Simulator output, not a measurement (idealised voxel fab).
The document below concerns the process module designated voxel capacitor over wiring.
Shown is cross-section cut, with a width of 190 nm and square cells of size 5 nm.
Square cells in a grid make up a cross-section in this document, and the grid is given as bands, listed from the top down, each one or more rows of cells. Look at the band entry: it leads with the top's height and the bottom's height in nm. Then it lists the materials left to right, with a width in nm for each. The word "all across" on a single material says that material fills the band edge to edge. The word "blank" is empty space. Below 0: as-received wafer, all one material; heights counted from there. Lowest band: no bottom, goes on down, written "0 down". A two-number width, for instance "30..40", indicates that the width is equal to the first number in the top row of the band and to the second number in the bottom row, and that it changes by a constant amount per row of cells. What does "no alteration" mean for a step? It means no cell of the cross-section changed in that step. Any empty space of 8 cells or more lacking an open way to the top shows up in "Sealed void list" as width x height at distance, distance from the left edge, in nm. Whatever follows a step's settings on its line is a remark the simulator itself makes about that step. The optional step-line setting "overlay nm" applies to steps with a mask and quantifies how far to the right of its planned location the mask lay, a negative value indicating leftward placement.
[The planned process steps are enumerated hereunder]
1) op RECEIVE | material Si
2) op CONFORMAL_DEP | material SiO2 | thk nm 10
3) op DIRECTIONAL_DEP | material TiN | thk nm 5
4) op DIRECTIONAL_DEP | material Ru | thk nm 25
5) op PATTERN | tone cover | mask id METAL_1 | material resist | width nm 20 | pitch nm 75 | thk nm 15 | overlay nm 0
6) op DIRECTIONAL_ETCH | etch materials Ru | depth nm 25
7) op DIRECTIONAL_ETCH | etch materials TiN | depth nm 5
8) op STRIP | etch materials resist
9) op FILL_DEP | material SiO2 | thk nm 10
10) op CMP | height nm 40
11) op CONFORMAL_DEP | material SiCN | thk nm 5
12) op DIRECTIONAL_DEP | material SiO2 | thk nm 10
13) op PATTERN | tone open | mask id PLUG_1 | material resist | width nm 15 | thk nm 20 | overlay nm 0
14) op DIRECTIONAL_ETCH | etch materials SiO2 | depth nm 10
15) op DIRECTIONAL_ETCH | etch materials SiCN | depth nm 5
16) op STRIP | etch materials resist
17) op EPI | material Ru | thk nm 10
18) op EPI | material Ru | thk nm 5
19) op DIRECTIONAL_DEP | material TiN | thk nm 10
20) op DIRECTIONAL_DEP | material HfO2 | thk nm 5
21) op DIRECTIONAL_DEP | material TiN | thk nm 10
22) op PATTERN | tone cover | mask id UPPER_PLATE | material resist | width nm 60 | thk nm 20 | overlay nm 0
23) op DIRECTIONAL_ETCH | etch materials TiN | depth nm 10
24) op DIRECTIONAL_ETCH | etch materials HfO2 | depth nm 5
25) op STRIP | etch materials resist
26) op DIRECTIONAL_DEP | material aC | thk nm 10
27) op PATTERN | tone cover | mask id LOWER_PLATE | material resist | width nm 70 | thk nm 30 | overlay nm 0
28) op DIRECTIONAL_ETCH | etch materials aC | depth nm 10
29) op STRIP | etch materials resist
30) op DIRECTIONAL_ETCH | etch materials TiN | depth nm 10
31) op STRIP | etch materials aC
32) op FILL_DEP | material SiO2 | thk nm 15
33) op CMP | height nm 90
34) op MASKED_ETCH | tone open | mask id PLUG_2 | width nm 15 | etch materials SiO2 | depth nm 10 | overlay nm 0
35) op CONFORMAL_DEP | material TiN | thk nm 5
36) op FILL_DEP | material W | thk nm 5
37) op CMP | height nm 90
38) op CONFORMAL_DEP | material SiCN | thk nm 5
[This is the cross-section of the wafer as we received it, i.e. after step 1]
  0 down | Si all across
  Sealed void list: none
[Cross-section taken at module completion on the first of two wafers; processed per the plan]
  95 to 90 | SiCN all across
  90 to 85 | 60 of SiO2 / 5 of TiN / 5 of W / 5 of TiN / 115 of SiO2
  85 to 80 | 60 of SiO2 / 15 of TiN / 115 of SiO2
  80 to 70 | 50 of SiO2 / 60 of TiN / 80 of SiO2
  70 to 65 | 50 of SiO2 / 60 of HfO2 / 80 of SiO2
  65 to 55 | 45 of SiO2 / 70 of TiN / 75 of SiO2
  55 to 45 | 50 of SiO2 / 15 of Ru / 125 of SiO2
  45 to 40 | 50 of SiCN / 15 of Ru / 125 of SiCN
  40 to 15 | 45 of SiO2 / 20 of Ru / 55 of SiO2 / 20 of Ru / 50 of SiO2
  15 to 10 | 45 of SiO2 / 20 of TiN / 55 of SiO2 / 20 of TiN / 50 of SiO2
  10 to 0 | SiO2 all across
  0 down | Si all across
  Sealed void list: none
[Wafer two, sectioned after the module: the first wafer's start, the first wafer's plan, and one mistake in how it was run]
  95 to 90 | SiCN all across
  90 to 85 | 60 of SiO2 / 5 of TiN / 5 of W / 5 of TiN / 115 of SiO2
  85 to 80 | 60 of SiO2 / 15 of TiN / 115 of SiO2
  80 to 70 | 65 of SiO2 / 45 of TiN / 80 of SiO2
  70 to 65 | 65 of SiO2 / 45 of HfO2 / 80 of SiO2
  65 to 55 | 45 of SiO2 / 70 of TiN / 75 of SiO2
  55 to 50 | 50 of SiO2 / 15 of HfO2 / 125 of SiO2
  50 to 45 | 50 of SiO2 / 15 of TiN / 125 of SiO2
  45 to 40 | 50 of SiCN / 15 of TiN / 125 of SiCN
  40 to 15 | 45 of Ru / 20 of SiO2 / 55 of Ru / 20 of SiO2 / 50 of Ru
  15 to 10 | 45 of TiN / 20 of SiO2 / 55 of TiN / 20 of SiO2 / 50 of TiN
  10 to 0 | SiO2 all across
  0 down | Si all across
  Sealed void list: none
what went wrong: step 5 changed vs plan, executed as op PATTERN | tone open | mask id METAL_1 | material resist | width nm 20 | pitch nm 75 | thk nm 15 | overlay nm 0
The final cell counts differ between the wafers, with the second having more or fewer of some materials than the first: 101 more of Ru; 123 fewer of SiO2; 22 more of TiN
